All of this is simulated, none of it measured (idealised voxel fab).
process module | voxel wiring stack
cross-section cut | 240 nm wide | cells 5 nm
A cross-section is a grid of square cells, given in bands from the top down. A band is one or more rows of cells.
Each band's line starts with the height of the band's top and of its bottom, in nm. Then come its materials from left to right, each with its width in nm. One material with "throughout" fills the band from edge to edge. "air" is empty space.
Height 0 is the level under which the wafer as received is all one material. The lowest band goes on downwards, as in "0 down".
A width such as "30 to 40" changes by the same amount from each row of cells to the next, from the band's top row to its bottom row.
"no change" after a step means that no cell of the cross-section changed.
closed voids: empty space of 8 cells or more with no open way to the top, each as width x height at its distance from the left edge, in nm
after a step's settings: what the simulator itself notes on the step
overlay nm, on a step with a mask: how far to the right of its planned place the mask lay; to the left if negative
plan
1 op RECEIVE | material Si
2 op CONFORMAL_DEP | material SiO2 | thk nm 15
3 op CONFORMAL_DEP | material SiN | thk nm 5
4 op DIRECTIONAL_DEP | material lowk | thk nm 20
5 op MASKED_ETCH | tone open | mask id METAL_1 | width nm 30 | pitch nm 50 | etch materials lowk | depth nm 20 | overlay nm 0
6 op MASKED_ETCH | tone open | mask id METAL_1 | width nm 30 | pitch nm 50 | etch materials SiN | depth nm 5 | overlay nm 0
7 op CONFORMAL_DEP | material TiN | thk nm 5
8 op FILL_DEP | material Cu | thk nm 5
9 op CMP | height nm 40
10 op CONFORMAL_DEP | material SiCN | thk nm 5
11 op DIRECTIONAL_DEP | material SiO2 | thk nm 35
12 op DIRECTIONAL_DEP | material aC | thk nm 15
13 op PATTERN | tone open | mask id METAL_2 | material resist | width nm 30 | pitch nm 50 | thk nm 35 | overlay nm 0
14 op DIRECTIONAL_ETCH | etch materials aC | depth nm 15
15 op STRIP | etch materials resist
16 op DIRECTIONAL_ETCH | etch materials SiO2 | depth nm 20
17 op STRIP | etch materials aC
18 op MASKED_ETCH | tone open | mask id METAL_2_HOLES | width nm 15 | pitch nm 50 | etch materials SiO2 | depth nm 15 | overlay nm 0
19 op MASKED_ETCH | tone open | mask id METAL_2_HOLES | width nm 15 | pitch nm 50 | etch materials SiCN | depth nm 5 | overlay nm 0
20 op CONFORMAL_DEP | material TiN | thk nm 5
21 op FILL_DEP | material Cu | thk nm 10
22 op CMP | height nm 80
23 op CONFORMAL_DEP | material SiCN | thk nm 5
24 op DIRECTIONAL_DEP | material SiO2 | thk nm 30
25 op DIRECTIONAL_DEP | material aC | thk nm 15
26 op PATTERN | tone open | mask id METAL_3_HOLES | material resist | width nm 15 | thk nm 30 | overlay nm 0
27 op DIRECTIONAL_ETCH | etch materials aC | depth nm 15
28 op STRIP | etch materials resist
29 op DIRECTIONAL_ETCH | etch materials SiO2 | depth nm 30
30 op STRIP | etch materials aC
31 op DIRECTIONAL_DEP | material aC | thk nm 10
32 op PATTERN | tone open | mask id METAL_3 | material resist | width nm 30 | pitch nm 50 | thk nm 25 | overlay nm 0
33 op DIRECTIONAL_ETCH | etch materials aC | depth nm 10
34 op STRIP | etch materials resist
35 op DIRECTIONAL_ETCH | etch materials SiO2 | depth nm 15
36 op DIRECTIONAL_ETCH | etch materials SiCN | depth nm 5
37 op STRIP | etch materials aC
38 op CONFORMAL_DEP | material TiN | thk nm 5
39 op FILL_DEP | material Cu | thk nm 10
40 op CMP | height nm 115
41 op CONFORMAL_DEP | material SiCN | thk nm 5
as received, after step 1
  0 down: Si throughout
  closed voids: none
a wafer at the end: this start, this plan, one mistake
  120 to 115: SiCN throughout
  115 to 105: SiO2 80 | TiN 5 | Cu 20 | TiN 5 | SiO2 20 | TiN 5 | Cu 20 | TiN 5 | SiO2 80
  105 to 100: SiO2 80 | TiN 5 | Cu 5 | TiN 20 | SiO2 20 | TiN 30 | SiO2 80
  100 to 85: SiO2 80 | TiN 5 | Cu 5 | TiN 5 | SiO2 145
  85 to 80: SiCN 80 | TiN 15 | SiCN 145
  80 to 75: SiCN 80 | TiN 15 | SiCN 35 | TiN 15 | SiCN 95
  75 to 40: SiO2 throughout
  40 to 20: lowk 80 | TiN 5 | Cu 20 | TiN 5 | lowk 20 | TiN 5 | Cu 20 | TiN 5 | lowk 80
  20 to 15: SiN 80 | TiN 30 | SiN 20 | TiN 30 | SiN 80
  15 to 0: SiO2 throughout
  0 down: Si throughout
  closed voids: none
what went wrong: steps 10 and 11 were swapped
